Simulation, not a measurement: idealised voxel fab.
process module | voxel quadruple lines
cross-section cut | 225 nm wide | cells 5 nm
A cross-section is a grid of square cells, given in bands from the top down. A band is one or more rows of cells.
Each band's line starts with the height of the band's top and of its bottom, in nm. Then come its materials from left to right, each with its width in nm. One material with "throughout" fills the band from edge to edge. "air" is empty space.
Height 0 is the level under which the wafer as received is all one material. The lowest band goes on downwards, as in "0 down".
A width such as "30 to 40" changes by the same amount from each row of cells to the next, from the band's top row to its bottom row.
"no change" after a step means that no cell of the cross-section changed.
closed voids: empty space of 8 cells or more with no open way to the top, each as width x height at its distance from the left edge, in nm
after a step's settings: what the simulator itself notes on the step
overlay nm, on a step with a mask: how far to the right of its planned place the mask lay; to the left if negative
plan
1 op RECEIVE | material Si
2 op CONFORMAL_DEP | material SiO2 | thk nm 10
3 op DIRECTIONAL_DEP | material TiN | thk nm 10
4 op DIRECTIONAL_DEP | material polySi | thk nm 20
5 op DIRECTIONAL_DEP | material aC | thk nm 20
6 op PATTERN | tone cover | mask id MANDREL | material resist | width nm 30 | thk nm 30 | overlay nm 0
7 op DIRECTIONAL_ETCH | etch materials aC | depth nm 20
8 op STRIP | etch materials resist
9 op CONFORMAL_DEP | material SiO2 | thk nm 10
10 op DIRECTIONAL_ETCH | etch materials SiO2 | depth nm 10
11 op STRIP | etch materials aC
12 op DIRECTIONAL_ETCH | etch materials polySi | depth nm 20
13 op STRIP | etch materials SiO2
14 op CONFORMAL_DEP | material SiN | thk nm 10
15 op DIRECTIONAL_ETCH | etch materials SiN | depth nm 10
16 op STRIP | etch materials polySi
17 op DIRECTIONAL_ETCH | etch materials TiN | depth nm 10
18 op STRIP | etch materials SiN
19 op FILL_DEP | material lowk | thk nm 10
20 op CMP | height nm 20
first wafer, as planned
as received, after step 1
  0 down: Si throughout
  closed voids: none
after step 2
  10 to 0: SiO2 throughout
  below 0: unchanged
after step 3
  20 to 10: TiN throughout
  below 10: unchanged
after step 4
  40 to 20: polySi throughout
  below 20: unchanged
after step 5
  60 to 40: aC throughout
  below 40: unchanged
after step 6
  90 to 60: air 95 | resist 30 | air 100
  below 60: unchanged
after step 7
  70 to 60: air 95 | resist 30 | air 100
  60 to 40: air 95 | aC 30 | air 100
  below 40: unchanged
after step 8
  60 to 40: air 95 | aC 30 | air 100
  below 40: unchanged
after step 9
  70 to 60: air 85 | SiO2 50 | air 90
  60 to 50: air 85 | SiO2 10 | aC 30 | SiO2 10 | air 90
  50 to 40: SiO2 95 | aC 30 | SiO2 100
  below 40: unchanged
after step 10
  60 to 40: air 85 | SiO2 10 | aC 30 | SiO2 10 | air 90
  below 40: unchanged
after step 11
  60 to 40: air 85 | SiO2 10 | air 30 | SiO2 10 | air 90
  below 40: unchanged
after step 12
  60 to 40: air 85 | SiO2 10 | air 30 | SiO2 10 | air 90
  40 to 20: air 85 | polySi 10 | air 30 | polySi 10 | air 90
  below 20: unchanged
after step 13
  40 to 20: air 85 | polySi 10 | air 30 | polySi 10 | air 90
  below 20: unchanged
after step 14
  50 to 40: air 75 | SiN 30 | air 10 | SiN 30 | air 80
  40 to 30: air 75 | SiN 10 | polySi 10 | SiN 10 | air 10 | SiN 10 | polySi 10 | SiN 10 | air 80
  30 to 20: SiN 85 | polySi 10 | SiN 30 | polySi 10 | SiN 90
  below 20: unchanged
after step 15
  40 to 20: air 75 | SiN 10 | polySi 10 | SiN 10 | air 10 | SiN 10 | polySi 10 | SiN 10 | air 80
  below 20: unchanged
after step 16
  40 to 20: air 75 | SiN 10 | air 10 | SiN 10 | air 10 | SiN 10 | air 10 | SiN 10 | air 80
  below 20: unchanged
after step 17
  40 to 20: air 75 | SiN 10 | air 10 | SiN 10 | air 10 | SiN 10 | air 10 | SiN 10 | air 80
  20 to 10: air 75 | TiN 10 | air 10 | TiN 10 | air 10 | TiN 10 | air 10 | TiN 10 | air 80
  below 10: unchanged
after step 18
  20 to 10: air 75 | TiN 10 | air 10 | TiN 10 | air 10 | TiN 10 | air 10 | TiN 10 | air 80
  below 10: unchanged
after step 19
  30 to 20: lowk throughout
  20 to 10: lowk 75 | TiN 10 | lowk 10 | TiN 10 | lowk 10 | TiN 10 | lowk 10 | TiN 10 | lowk 80
  below 10: unchanged
after step 20
  20 to 10: lowk 75 | TiN 10 | lowk 10 | TiN 10 | lowk 10 | TiN 10 | lowk 10 | TiN 10 | lowk 80
  below 10: unchanged
second wafer: like start, like plan, one mistake. Through step 2 it matches the first wafer
when step 3 should have ended
  30 to 10: polySi throughout
  below 10: unchanged
when step 4 should have ended
  40 to 30: TiN throughout
  below 30: unchanged
when step 5 should have ended
  60 to 40: aC throughout
  below 40: unchanged
when step 6 should have ended
  90 to 60: air 95 | resist 30 | air 100
  below 60: unchanged
when step 7 should have ended
  70 to 60: air 95 | resist 30 | air 100
  60 to 40: air 95 | aC 30 | air 100
  below 40: unchanged
when step 8 should have ended
  60 to 40: air 95 | aC 30 | air 100
  below 40: unchanged
when step 9 should have ended
  70 to 60: air 85 | SiO2 50 | air 90
  60 to 50: air 85 | SiO2 10 | aC 30 | SiO2 10 | air 90
  50 to 40: SiO2 95 | aC 30 | SiO2 100
  below 40: unchanged
when step 10 should have ended
  60 to 40: air 85 | SiO2 10 | aC 30 | SiO2 10 | air 90
  below 40: unchanged
when step 11 should have ended
  60 to 40: air 85 | SiO2 10 | air 30 | SiO2 10 | air 90
  below 40: unchanged
when step 12 should have ended: no change
when step 13 should have ended
  40 to 30: TiN throughout
  below 30: unchanged
when step 14 should have ended
  50 to 40: SiN throughout
  below 40: unchanged
when step 15 should have ended
  40 to 30: TiN throughout
  below 30: unchanged
when step 16 should have ended: no change
when step 17 should have ended
  30 to 10: polySi throughout
  below 10: unchanged
when step 18 should have ended: no change
when step 19 should have ended
  40 to 30: lowk throughout
  below 30: unchanged
when step 20 should have ended
  20 to 10: polySi throughout
  below 10: unchanged
what went wrong: steps 3 and 4 were swapped
at the end the second wafer has, in cells: 16 fewer of TiN | 74 fewer of lowk | 90 more of polySi
